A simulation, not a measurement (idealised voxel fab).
Process module name: voxel released beams
The cross-section on display is named cut; it measures 200 nm wide, and its cells are 5 nm squares.
Reading order for cross-sections: top band down to bottom band. Underlying form: a grid of square cells. Band size: one or more rows of cells.
Heights first: top, then bottom, in nm. Then materials, left to right, each with a width in nm. "throughout" on a single material: fills the band edge to edge. "air": empty space.
Height is counted from the level 0, under which the received wafer is composed throughout of one material. The lowest of the bands is not closed at the bottom but continues downward, in the notation "0 -> down".
Width "30->40": first value at the band's top row of cells, second value at its bottom row, equal change from row to row.
Step marked "remains unaltered"? Then no cell in the cross-section changed in it.
The entry titled "Completely enclosed voids" provides the empty spaces that have no open way to the top, restricted to those of 8 cells or more. Each is presented as width x height at distance, the distance being measured from the left edge, with all three in nm.
It should be noted that, on the line of a given step, the content following the step's settings is a remark produced by the simulator itself with respect to that step.
"overlay nm" answers the question of how far to the right of plan the mask lay on a step that has a mask, and when it is negative the answer is to the left.
## Process steps foreseen in the plan
1,RECEIVE, material Si
2,CONFORMAL_DEP, material SiN, thk nm 5
3,DIRECTIONAL_DEP, material SiO2, thk nm 20
4,PATTERN, tone open, mask id ANCHOR, material resist, width nm 35, thk nm 20, overlay nm 0
5,DIRECTIONAL_ETCH, etch materials SiO2, depth nm 20
6,STRIP, etch materials resist
7,CONFORMAL_DEP, material TiN, thk nm 15
8,MASKED_ETCH, tone cover, mask id BEAM, width nm 120, etch materials TiN, depth nm 5, overlay nm 0
9,STRIP, etch materials SiO2
For this document, wafers share an identical start and vary in the step 8 depth nm; the plan quotes the first wafer's value.
## Cross-sectional view of the first of several wafers in the as-received condition, corresponding to the state following step 1
- 0 -> down: Si throughout
- Completely enclosed voids: none
## Below is a per-wafer table. In it, each row describes the wafer at the end of the module by giving, for each material, the number of cells gained (+) or lost (-) since the wafer was received, and after that the closed voids of the wafer
depth nm 5; +40 SiN; +132 SiO2; +128 TiN; Completely enclosed voids: none
depth nm 10; +40 SiN; +132 SiO2; +112 TiN; Completely enclosed voids: none
depth nm 15; +40 SiN; +96 TiN; Completely enclosed voids: none
depth nm 20; +40 SiN; +96 TiN; Completely enclosed voids: none
depth nm 25; +40 SiN; +96 TiN; Completely enclosed voids: none
depth nm 30; +40 SiN; +96 TiN; Completely enclosed voids: none
